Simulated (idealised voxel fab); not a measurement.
Process module name: voxel self aligned contacts
Square cell edge 5 nm, section width 195 nm, ID cut.
Cross-section spec: square-cell grid; bands listed top down; each band is one or more rows. The band entry comprises the height of the band's top followed by the height of its bottom, expressed in nm, and subsequently the band's materials from left to right, each stated together with its width in nm. Where a single material is marked with the word "edge to edge", that material fills the band from edge to edge. The word "blank" represents empty space. Height is counted from the level 0, under which the received wafer is composed throughout of one material. The lowest of the bands is not closed at the bottom but continues downward, in the notation "0 nm and below". Per-row width for "30 to 40": begins at first number (top row of band), ends at second number (bottom row), increment between rows held constant. It should be understood that the words "nothing changed", when stated for a given step, signify that the cross-section underwent no change in any of its cells during that step. The entry "Closed void listing" lists the empty spaces that cover at least 8 cells and have no open path to the top. Each is written as width x height at distance, where the distance is measured from the left edge and all three values are in nm. What comes after the settings on a step's line is commentary from the simulator itself on that step. overlay nm: where the mask lay relative to plan, measured to the right, on steps with a mask; negatives go left.
**Listed below are the process steps as planned**
1: op RECEIVE | material Si
2: op OXIDIZE | depth nm 5
3: op DIRECTIONAL_DEP | material polySi | thk nm 20
4: op DIRECTIONAL_DEP | material SiN | thk nm 20
5: op DIRECTIONAL_DEP | material aC | thk nm 15
6: op PATTERN | tone cover | mask id GATE | material resist | width nm 25 | pitch nm 65 | thk nm 30 | overlay nm 0
7: op DIRECTIONAL_ETCH | etch materials aC | depth nm 15
8: op STRIP | etch materials resist
9: op DIRECTIONAL_ETCH | etch materials SiN | depth nm 20
10: op DIRECTIONAL_ETCH | etch materials polySi | depth nm 20
11: op STRIP | etch materials aC
12: op CONFORMAL_DEP | material SiN | thk nm 10
13: op DIRECTIONAL_ETCH | etch materials SiN | depth nm 10
14: op FILL_DEP | material SiO2 | thk nm 20
15: op CMP | height nm 50
16: op PATTERN | tone open | mask id CONTACT | material resist | width nm 50 | pitch nm 65 | thk nm 20 | overlay nm 0
17: op DIRECTIONAL_ETCH | etch materials SiO2 | depth nm 55
18: op STRIP | etch materials resist
19: op CONFORMAL_DEP | material TiN | thk nm 5
20: op FILL_DEP | material Ru | thk nm 5
21: op CMP | height nm 50
22: op CONFORMAL_DEP | material SiCN | thk nm 5
**Cross-section of the incoming wafer, state after step 1**
0 nm and below | Si edge to edge
Closed void listing: none
**Final cross-section, module run with one mistake (start and plan as above)**
55 nm to 50 nm | SiCN edge to edge
50 nm to 40 nm | SiO2 (40); TiN (5 to 20); Ru (40 to 10); TiN (5 to 20); SiO2 (15); TiN (5 to 20); Ru (40 to 10); TiN (5 to 20); SiO2 (40)
40 nm to 35 nm | SiO2 (10); SiN (45); TiN (5); Ru (10); TiN (5); SiN (45); TiN (5); Ru (10); TiN (5); SiN (45); SiO2 (10)
35 nm to 30 nm | SiO2 (10); SiN (45); TiN (20); SiN (45); TiN (20); SiN (45); SiO2 (10)
30 nm to 20 nm | SiN edge to edge
20 nm to 0 nm | polySi edge to edge
0 nm to -5 nm | SiO2 edge to edge
-5 nm and below | Si edge to edge
Closed void listing: none
Diagnosis: step 9 deviated from plan and actually ran as op DIRECTIONAL_ETCH | etch materials SiN | depth nm 10
